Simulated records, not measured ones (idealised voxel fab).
Module name: voxel transistor to metal (process module)
Cross-section cut: width 285 nm, square cells of 5 nm.
Each cross-section below is a grid of square cells, stated as bands in top-down order, with one or more rows of cells making up each band.
What a band's entry tells you: where the top is and where the bottom is, as heights in nm, and after that what lies inside, material by material from left to right, each with its width in nm. Empty space is written as the word "empty", and a single material marked with the word "full width" occupies the band from edge to edge.
The level at which height equals 0 is the one under which the wafer, as it arrives, is entirely one material. No lower edge exists for the bottom band, which continues downward and is notated as in "0 nm and below".
Width: "30->40" (first number = top row, second number = bottom row, same change from row to row of cells).
Where a step carries "no change occurred", the cross-section came out of it unchanged, cell for cell.
Reported under the label "Fully sealed voids" are the empty spaces having no open way to the top and comprising 8 cells or more; the notation for each is width x height at distance, in which the distance is measured from the left edge and all three values are in nm.
What comes after the settings on a step's line is commentary from the simulator itself on that step.
The line of a step may include "overlay nm". On a step with a mask, this value is how far to the right of its planned place the mask lay. A negative value means the mask lay to the left.
Process steps - plan:
step 1: RECEIVE: material Si
step 2: OXIDIZE: depth nm 5
step 3: CONFORMAL_DEP: material SiN, thk nm 15
step 4: DIRECTIONAL_DEP: material aC, thk nm 10
step 5: PATTERN: tone cover, mask id ACTIVE, material resist, width nm 105, pitch nm 130, thk nm 30, overlay nm 0
step 6: DIRECTIONAL_ETCH: etch materials aC, depth nm 10
step 7: STRIP: etch materials resist
step 8: DIRECTIONAL_ETCH: etch materials SiN, depth nm 15
step 9: DIRECTIONAL_ETCH: etch materials SiO2, depth nm 5
step 10: DIRECTIONAL_ETCH: etch materials Si, depth nm 25
step 11: STRIP: etch materials aC
step 12: FILL_DEP: material SiO2, thk nm 15
step 13: CMP: height nm 15
step 14: SELECTIVE_ETCH: etch materials SiO2, depth nm 5
step 15: STRIP: etch materials SiN
step 16: SELECTIVE_ETCH: etch materials SiO2, depth nm 5
step 17: OXIDIZE: depth nm 5
step 18: DIRECTIONAL_DEP: material polySi, thk nm 30
step 19: DIRECTIONAL_DEP: material SiCN, thk nm 15
step 20: MASKED_ETCH: tone cover, mask id GATE, width nm 35, pitch nm 130, etch materials SiCN, depth nm 25, overlay nm 0
step 21: MASKED_ETCH: tone cover, mask id GATE, width nm 25, pitch nm 130, etch materials polySi, depth nm 40, overlay nm 0
step 22: CONFORMAL_DEP: material SiN, thk nm 10
step 23: DIRECTIONAL_ETCH: etch materials SiN, depth nm 10
step 24: DIRECTIONAL_ETCH: etch materials SiO2, depth nm 5
step 25: DIRECTIONAL_ETCH: etch materials Si, depth nm 15
step 26: EPI: material SiGe, thk nm 20
step 27: FILL_DEP: material SiO2, thk nm 10
step 28: CMP: height nm 25
step 29: STRIP: etch materials polySi
step 30: SELECTIVE_ETCH: etch materials SiO2, depth nm 5
step 31: CONFORMAL_DEP: material HfO2, thk nm 5
step 32: CONFORMAL_DEP: material TiN, thk nm 5
step 33: FILL_DEP: material W, thk nm 5
step 34: CMP: height nm 20
step 35: DIRECTIONAL_DEP: material SiO2, thk nm 10
step 36: PATTERN: tone open, mask id CONTACT, material resist, width nm 15, thk nm 15, overlay nm 0
step 37: DIRECTIONAL_ETCH: etch materials SiO2, depth nm 20
step 38: STRIP: etch materials resist
step 39: CONFORMAL_DEP: material TiN, thk nm 5
step 40: FILL_DEP: material Ru, thk nm 10
step 41: CMP: height nm 30
step 42: DIRECTIONAL_DEP: material TiN, thk nm 5
step 43: DIRECTIONAL_DEP: material W, thk nm 15
step 44: DIRECTIONAL_DEP: material aC, thk nm 15
step 45: PATTERN: tone cover, mask id METAL_1, material resist, width nm 15, thk nm 30, overlay nm 0
step 46: DIRECTIONAL_ETCH: etch materials aC, depth nm 15
step 47: STRIP: etch materials resist
step 48: DIRECTIONAL_ETCH: etch materials W, depth nm 15
step 49: DIRECTIONAL_ETCH: etch materials TiN, depth nm 5
step 50: STRIP: etch materials aC
step 51: FILL_DEP: material SiO2, thk nm 5
step 52: CMP: height nm 50
step 53: CONFORMAL_DEP: material SiCN, thk nm 5
step 54: DIRECTIONAL_DEP: material lowk, thk nm 25
step 55: MASKED_ETCH: tone open, mask id METAL_2, width nm 15, pitch nm 130, etch materials lowk, depth nm 15, overlay nm 0
step 56: DIRECTIONAL_DEP: material aC, thk nm 15
step 57: PATTERN: tone open, mask id METAL_2_HOLES, material resist, width nm 15, pitch nm 130, thk nm 30, overlay nm 0
step 58: DIRECTIONAL_ETCH: etch materials aC, depth nm 15
step 59: STRIP: etch materials resist
step 60: DIRECTIONAL_ETCH: etch materials lowk, depth nm 10
step 61: DIRECTIONAL_ETCH: etch materials SiCN, depth nm 5
step 62: STRIP: etch materials aC
step 63: CONFORMAL_DEP: material TiN, thk nm 5
step 64: FILL_DEP: material Cu, thk nm 5
step 65: CMP: height nm 80
step 66: CONFORMAL_DEP: material SiCN, thk nm 5
The value of width nm given for step 21 in the plan refers to the first wafer; the wafers vary in this setting and are alike at the start.
As-received state after step 1, first of several wafers, cross-section:
* 0 nm and below = Si full width
* Fully sealed voids: none
The rows of the table below are wafers. Looking at the end of the module, a row counts, for every material, the cells the wafer has gained, shown as (+), or lost, shown as (-), since it was received; its closed voids come next:
width nm 25; +10 Cu; +38 HfO2; +12 Ru; -222 Si; +108 SiCN; +116 SiGe; +56 SiN; +436 SiO2; +100 TiN; +60 W; +255 lowk; Fully sealed voids: none
width nm 30; +10 Cu; +38 HfO2; +12 Ru; -222 Si; +108 SiCN; +116 SiGe; +56 SiN; +436 SiO2; +100 TiN; +60 W; +255 lowk; Fully sealed voids: none
width nm 35; +10 Cu; +38 HfO2; +12 Ru; -222 Si; +108 SiCN; +116 SiGe; +56 SiN; +436 SiO2; +100 TiN; +60 W; +255 lowk; Fully sealed voids: none
width nm 40; +10 Cu; +40 HfO2; +12 Ru; -216 Si; +108 SiCN; +102 SiGe; +56 SiN; +432 SiO2; +102 TiN; +68 W; +255 lowk; Fully sealed voids: none
width nm 45; +10 Cu; +42 HfO2; +12 Ru; -210 Si; +108 SiCN; +88 SiGe; +56 SiN; +428 SiO2; +104 TiN; +76 W; +255 lowk; Fully sealed voids: none
width nm 50; +10 Cu; +44 HfO2; +8 Ru; -204 Si; +108 SiCN; +74 SiGe; +56 SiN; +428 SiO2; +106 TiN; +84 W; +255 lowk; Fully sealed voids: none
